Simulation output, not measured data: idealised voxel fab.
This is a process module. Its name is voxel ribs on slabs.
Section cut is 195 nm wide and gridded with 5 nm square cells.
How to read a cross-section here: the picture is a grid of square cells, written as bands going from the top down, and any band can span one or more rows of cells.
In this notation a band is specified by the heights of its top and bottom, in that order and in nm, after which its materials appear from left to right, each paired with its width in nm. The word "throughout" attached to a single material means that material fills the band from edge to edge; the word "blank" stands for empty space.
Height 0 is the level under which the wafer as received is all one material. The lowest band goes on downwards, as in "z 0 and below".
The notation "30 to 40" denotes a width that varies across the rows of cells in the band, beginning at the first number in the top row, finishing at the second number in the bottom row, and changing by an identical amount from each row to the next.
The cross-section has no changed cell in any step marked "same as before".
You'll see "Sealed void listing" listing empty spaces that have no way open to the top, as long as they're 8 cells or more; the notation is width x height at distance, where the distance is from the left edge, and all of it is in nm.
That trailing text on a step's line, after the settings, is the simulator's own remark on the step.
overlay nm: for a step with a mask, the amount by which the mask lay right of where it was planned; a negative amount means left of it.
# Listed below are the process steps as planned
1) RECEIVE | material Si
2) DIRECTIONAL_DEP | material SiO2 | thk nm 25
3) DIRECTIONAL_DEP | material SiN | thk nm 15
4) MASKED_ETCH | tone cover | mask id RIB | width nm 25 | etch materials SiN | depth nm 10 | overlay nm 0
5) DIRECTIONAL_DEP | material aC | thk nm 15
6) PATTERN | tone cover | mask id SLAB | material resist | width nm 85 | thk nm 35 | overlay nm 0
7) DIRECTIONAL_ETCH | etch materials aC | depth nm 15
8) STRIP | etch materials resist
9) DIRECTIONAL_ETCH | etch materials SiN | depth nm 5
10) STRIP | etch materials aC
11) FILL_DEP | material SiO2 | thk nm 20
12) CMP | height nm 55
13) DIRECTIONAL_DEP | material TiN | thk nm 10
14) MASKED_ETCH | tone cover | mask id HEATER | width nm 25 | etch materials TiN | depth nm 10 | overlay nm 0
15) CONFORMAL_DEP | material SiN | thk nm 5
For this document, wafers share an identical start and vary in the step 14 width nm; the plan quotes the first wafer's value.
# The first of several wafers, as received after step 1, seen in section
  z 0 and below = Si throughout
  Sealed void listing: none
# First of several wafers, sectioned at end of module (last step: step 15)
  z 70 to 65 = blank=80, SiN=35, blank=80
  z 65 to 60 = blank=80, SiN=5, TiN=25, SiN=5, blank=80
  z 60 to 55 = SiN=85, TiN=25, SiN=85
  z 55 to 40 = SiO2 throughout
  z 40 to 30 = SiO2=85, SiN=25, SiO2=85
  z 30 to 25 = SiO2=55, SiN=85, SiO2=55
  z 25 to 0 = SiO2 throughout
  z 0 and below = Si throughout
  Sealed void listing: none
# Cross-section of the last wafer at end of module
  z 70 to 65 = blank=70, SiN=60, blank=65
  z 65 to 60 = blank=70, SiN=5, TiN=50, SiN=5, blank=65
  z 60 to 55 = SiN=75, TiN=50, SiN=70
  z 55 to 40 = SiO2 throughout
  z 40 to 30 = SiO2=85, SiN=25, SiO2=85
  z 30 to 25 = SiO2=55, SiN=85, SiO2=55
  z 25 to 0 = SiO2 throughout
  z 0 and below = Si throughout
  Sealed void listing: none
# Per wafer, end of module: cells gained (+) or lost (-) per material since receipt, then closed voids
width nm 25, +70 SiN, +402 SiO2, +10 TiN, Sealed void listing: none
width nm 30, +70 SiN, +402 SiO2, +12 TiN, Sealed void listing: none
width nm 35, +70 SiN, +402 SiO2, +14 TiN, Sealed void listing: none
width nm 40, +70 SiN, +402 SiO2, +16 TiN, Sealed void listing: none
width nm 45, +70 SiN, +402 SiO2, +18 TiN, Sealed void listing: none
width nm 50, +70 SiN, +402 SiO2, +20 TiN, Sealed void listing: none
